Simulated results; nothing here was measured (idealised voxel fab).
process module | voxel transistor to metal
cross-section cut | 300 nm wide | cells 5 nm
A cross-section is a grid of square cells, given in bands from the top down. A band is one or more rows of cells.
Each band's line starts with the height of the band's top and of its bottom, in nm. Then come its materials from left to right, each with its width in nm. One material with "throughout" fills the band from edge to edge. "air" is empty space.
Height 0 is the level under which the wafer as received is all one material. The lowest band goes on downwards, as in "0 down".
A width such as "30 to 40" changes by the same amount from each row of cells to the next, from the band's top row to its bottom row.
"no change" after a step means that no cell of the cross-section changed.
closed voids: empty space of 8 cells or more with no open way to the top, each as width x height at its distance from the left edge, in nm
after a step's settings: what the simulator itself notes on the step
overlay nm, on a step with a mask: how far to the right of its planned place the mask lay; to the left if negative
plan
1 op RECEIVE | material Si
2 op CONFORMAL_DEP | material SiO2 | thk nm 5
3 op CONFORMAL_DEP | material SiN | thk nm 15
4 op MASKED_ETCH | tone cover | mask id ACTIVE | width nm 105 | pitch nm 125 | etch materials SiN | depth nm 15 | overlay nm 0
5 op MASKED_ETCH | tone cover | mask id ACTIVE | width nm 105 | pitch nm 125 | etch materials SiO2 | depth nm 5 | overlay nm 0
6 op MASKED_ETCH | tone cover | mask id ACTIVE | width nm 105 | pitch nm 125 | etch materials Si | depth nm 30 | overlay nm 0
7 op OXIDIZE | depth nm 5
8 op FILL_DEP | material SiO2 | thk nm 15
9 op CMP | height nm 20
10 op SELECTIVE_ETCH | etch materials SiO2 | depth nm 10
11 op STRIP | etch materials SiN
12 op SELECTIVE_ETCH | etch materials SiO2 | depth nm 5
13 op OXIDIZE | depth nm 5
14 op DIRECTIONAL_DEP | material polySi | thk nm 30
15 op DIRECTIONAL_DEP | material SiCN | thk nm 15
16 op DIRECTIONAL_DEP | material aC | thk nm 10
17 op PATTERN | tone cover | mask id GATE | material resist | width nm 25 | pitch nm 125 | thk nm 25 | overlay nm 0
18 op DIRECTIONAL_ETCH | etch materials aC | depth nm 10
19 op STRIP | etch materials resist
20 op DIRECTIONAL_ETCH | etch materials SiCN | depth nm 25
21 op DIRECTIONAL_ETCH | etch materials polySi | depth nm 40
22 op STRIP | etch materials aC
23 op CONFORMAL_DEP | material SiN | thk nm 5
24 op DIRECTIONAL_ETCH | etch materials SiN | depth nm 5
25 op DIRECTIONAL_ETCH | etch materials SiO2 | depth nm 5
26 op DIRECTIONAL_ETCH | etch materials Si | depth nm 15
27 op EPI | material pSi | thk nm 20
28 op FILL_DEP | material SiO2 | thk nm 5
29 op CMP | height nm 30
30 op STRIP | etch materials polySi
31 op SELECTIVE_ETCH | etch materials SiO2 | depth nm 5
32 op CONFORMAL_DEP | material HfO2 | thk nm 5
33 op CONFORMAL_DEP | material TiN | thk nm 5
34 op FILL_DEP | material W | thk nm 5
35 op CMP | height nm 25
36 op DIRECTIONAL_DEP | material SiO2 | thk nm 10
37 op DIRECTIONAL_DEP | material aC | thk nm 10
38 op PATTERN | tone open | mask id CONTACT | material resist | width nm 20 | thk nm 25 | overlay nm 0
39 op DIRECTIONAL_ETCH | etch materials aC | depth nm 10
40 op STRIP | etch materials resist
41 op DIRECTIONAL_ETCH | etch materials SiO2 | depth nm 35
42 op STRIP | etch materials aC
43 op CONFORMAL_DEP | material TiN | thk nm 5
44 op FILL_DEP | material Ru | thk nm 10
45 op CMP | height nm 35
46 op DIRECTIONAL_DEP | material TiN | thk nm 5
47 op DIRECTIONAL_DEP | material Ru | thk nm 15
48 op MASKED_ETCH | tone cover | mask id METAL_1 | width nm 20 | etch materials Ru | depth nm 15 | overlay nm 0
49 op MASKED_ETCH | tone cover | mask id METAL_1 | width nm 20 | etch materials TiN | depth nm 5 | overlay nm 0
50 op CONFORMAL_DEP | material SiN | thk nm 5
51 op FILL_DEP | material SiO2 | thk nm 10
52 op CMP | height nm 55
53 op CONFORMAL_DEP | material SiCN | thk nm 5
54 op DIRECTIONAL_DEP | material lowk | thk nm 30
55 op DIRECTIONAL_DEP | material aC | thk nm 10
56 op PATTERN | tone open | mask id METAL_2_HOLES | material resist | width nm 15 | pitch nm 125 | thk nm 30 | overlay nm 0
57 op DIRECTIONAL_ETCH | etch materials aC | depth nm 10
58 op STRIP | etch materials resist
59 op DIRECTIONAL_ETCH | etch materials lowk | depth nm 30
60 op STRIP | etch materials aC
61 op PATTERN | tone open | mask id METAL_2 | material resist | width nm 20 | pitch nm 125 | thk nm 20 | overlay nm 0
62 op DIRECTIONAL_ETCH | etch materials lowk | depth nm 15
63 op DIRECTIONAL_ETCH | etch materials SiCN | depth nm 5
64 op STRIP | etch materials resist
65 op CONFORMAL_DEP | material TiN | thk nm 5
66 op FILL_DEP | material Cu | thk nm 10
67 op CMP | height nm 90
68 op CONFORMAL_DEP | material SiCN | thk nm 5
as received, after step 1
  0 down: Si throughout
  closed voids: none
a wafer at the end: this start, this plan, one mistake
  95 to 90: SiCN throughout
  90 to 80: lowk 40 | TiN 5 | Cu 10 | TiN 5 | lowk 105 | TiN 5 | Cu 10 | TiN 5 | lowk 115
  80 to 75: lowk 40 | TiN 5 | Cu 5 | TiN 10 | lowk 105 | TiN 5 | Cu 5 | TiN 10 | lowk 115
  75 to 60: lowk 40 | TiN 5 | Cu 5 | TiN 5 | lowk 110 | TiN 5 | Cu 5 | TiN 5 | lowk 120
  60 to 55: SiCN 40 | TiN 15 | SiCN 110 | TiN 15 | SiCN 120
  55 to 40: SiO2 35 | SiN 5 | Ru 20 | SiN 5 | SiO2 45 | SiN 5 | Ru 20 | SiN 5 | SiO2 20 | SiN 5 | Ru 20 | SiN 5 | SiO2 45 | SiN 5 | Ru 20 | SiN 5 | SiO2 35
  40 to 35: SiN 40 | TiN 20 | SiN 55 | TiN 20 | SiN 30 | TiN 20 | SiN 55 | TiN 20 | SiN 40
  35 to 30: SiO2 40 | TiN 5 | Ru 10 | TiN 5 | SiO2 55 | TiN 5 | Ru 10 | TiN 5 | SiO2 30 | TiN 5 | Ru 10 | TiN 5 | SiO2 55 | TiN 5 | Ru 10 | TiN 5 | SiO2 40
  30 to 25: SiO2 40 | TiN 20 | SiO2 55 | TiN 20 | SiO2 30 | TiN 20 | SiO2 55 | TiN 20 | SiO2 40
  25 to 20: SiO2 30 | pSi 40 | SiN 5 | HfO2 5 | TiN 5 | W 5 | TiN 5 | HfO2 5 | SiN 5 | pSi 40 | SiO2 10 | pSi 40 | SiN 5 | HfO2 5 | TiN 5 | W 5 | TiN 5 | HfO2 5 | SiN 5 | pSi 40 | SiO2 30
  20 to 5: SiO2 20 | pSi 50 | SiN 5 | HfO2 5 | TiN 5 | W 5 | TiN 5 | HfO2 5 | SiN 5 | pSi 90 | SiN 5 | HfO2 5 | TiN 5 | W 5 | TiN 5 | HfO2 5 | SiN 5 | pSi 50 | SiO2 20
  5 to 0: SiO2 20 | pSi 10 | SiN 5 | pSi 35 | SiN 5 | HfO2 5 | TiN 15 | HfO2 5 | SiN 5 | pSi 35 | SiN 5 | pSi 10 | SiN 5 | pSi 35 | SiN 5 | HfO2 5 | TiN 15 | HfO2 5 | SiN 5 | pSi 35 | SiN 5 | pSi 10 | SiO2 20
  0 to -5: SiO2 35 | pSi 35 | HfO2 35 | pSi 35 | SiO2 20 | pSi 35 | HfO2 35 | pSi 35 | SiO2 35
  -5 to -20: SiO2 40 | pSi 30 | Si 35 | pSi 30 | SiO2 30 | pSi 30 | Si 35 | pSi 30 | SiO2 40
  -20 to -35: SiO2 40 | Si 95 | SiO2 30 | Si 95 | SiO2 40
  -35 down: Si throughout
  closed voids: none
what went wrong: step 27 was run twice
